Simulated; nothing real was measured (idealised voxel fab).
process module | voxel wiring stack
cross-section cut | 145 nm wide | cells 5 nm
A cross-section is a grid of square cells, given in bands from the top down. A band is one or more rows of cells.
Each band's line starts with the height of the band's top and of its bottom, in nm. Then come its materials from left to right, each with its width in nm. One material with "throughout" fills the band from edge to edge. "air" is empty space.
Height 0 is the level under which the wafer as received is all one material. The lowest band goes on downwards, as in "0 down".
A width such as "30 to 40" changes by the same amount from each row of cells to the next, from the band's top row to its bottom row.
"no change" after a step means that no cell of the cross-section changed.
closed voids: empty space of 8 cells or more with no open way to the top, each as width x height at its distance from the left edge, in nm
after a step's settings: what the simulator itself notes on the step
overlay nm, on a step with a mask: how far to the right of its planned place the mask lay; to the left if negative
plan
1 op RECEIVE | material Si
2 op CONFORMAL_DEP | material SiO2 | thk nm 15
3 op CONFORMAL_DEP | material SiN | thk nm 5
4 op DIRECTIONAL_DEP | material lowk | thk nm 15
5 op PATTERN | tone open | mask id METAL_1 | material resist | width nm 25 | pitch nm 45 | thk nm 20 | overlay nm 0
6 op DIRECTIONAL_ETCH | etch materials lowk | depth nm 15
7 op DIRECTIONAL_ETCH | etch materials SiN | depth nm 5
8 op STRIP | etch materials resist
9 op CONFORMAL_DEP | material TiN | thk nm 5
10 op FILL_DEP | material W | thk nm 5
11 op CMP | height nm 35
12 op CONFORMAL_DEP | material SiCN | thk nm 5
13 op DIRECTIONAL_DEP | material lowk | thk nm 15
14 op PATTERN | tone open | mask id PLUG_1 | material resist | width nm 15 | thk nm 20 | overlay nm 0
15 op DIRECTIONAL_ETCH | etch materials lowk | depth nm 15
16 op DIRECTIONAL_ETCH | etch materials SiCN | depth nm 5
17 op STRIP | etch materials resist
18 op EPI | material Ru | thk nm 10
19 op EPI | material Ru | thk nm 10
20 op DIRECTIONAL_DEP | material TiN | thk nm 5
21 op DIRECTIONAL_DEP | material W | thk nm 25
22 op DIRECTIONAL_DEP | material aC | thk nm 15
23 op PATTERN | tone cover | mask id METAL_2 | material resist | width nm 25 | pitch nm 45 | thk nm 35 | overlay nm 0
24 op DIRECTIONAL_ETCH | etch materials aC | depth nm 15
25 op STRIP | etch materials resist
26 op DIRECTIONAL_ETCH | etch materials W | depth nm 25
27 op DIRECTIONAL_ETCH | etch materials TiN | depth nm 5
28 op STRIP | etch materials aC
29 op FILL_DEP | material lowk | thk nm 5
30 op CMP | height nm 85
31 op CONFORMAL_DEP | material SiN | thk nm 5
as received, after step 1
  0 down: Si throughout
  closed voids: none
a wafer at the end: this start, this plan, one mistake
  90 to 85: SiN throughout
  85 to 75: lowk 50 | W 10 | lowk 20 | W 25 | lowk 40
  75 to 60: lowk 35 | W 25 | lowk 20 | W 25 | lowk 40
  60 to 55: lowk 35 | W 15 | TiN 10 | lowk 20 | TiN 25 | lowk 40
  55 to 50: lowk 35 | W 15 | lowk 95
  50 to 45: lowk 35 | TiN 15 | lowk 95
  45 to 40: lowk 35 | Ru 15 | lowk 95
  40 to 35: SiCN 35 | Ru 15 | SiCN 95
  35 to 20: lowk 35 | TiN 5 | W 15 | TiN 5 | lowk 20 | TiN 5 | W 15 | TiN 5 | lowk 40
  20 to 15: SiN 35 | TiN 25 | SiN 20 | TiN 25 | SiN 40
  15 to 0: SiO2 throughout
  0 down: Si throughout
  closed voids: none
what went wrong: one of the steps 18 and 19, which are alike, was left out
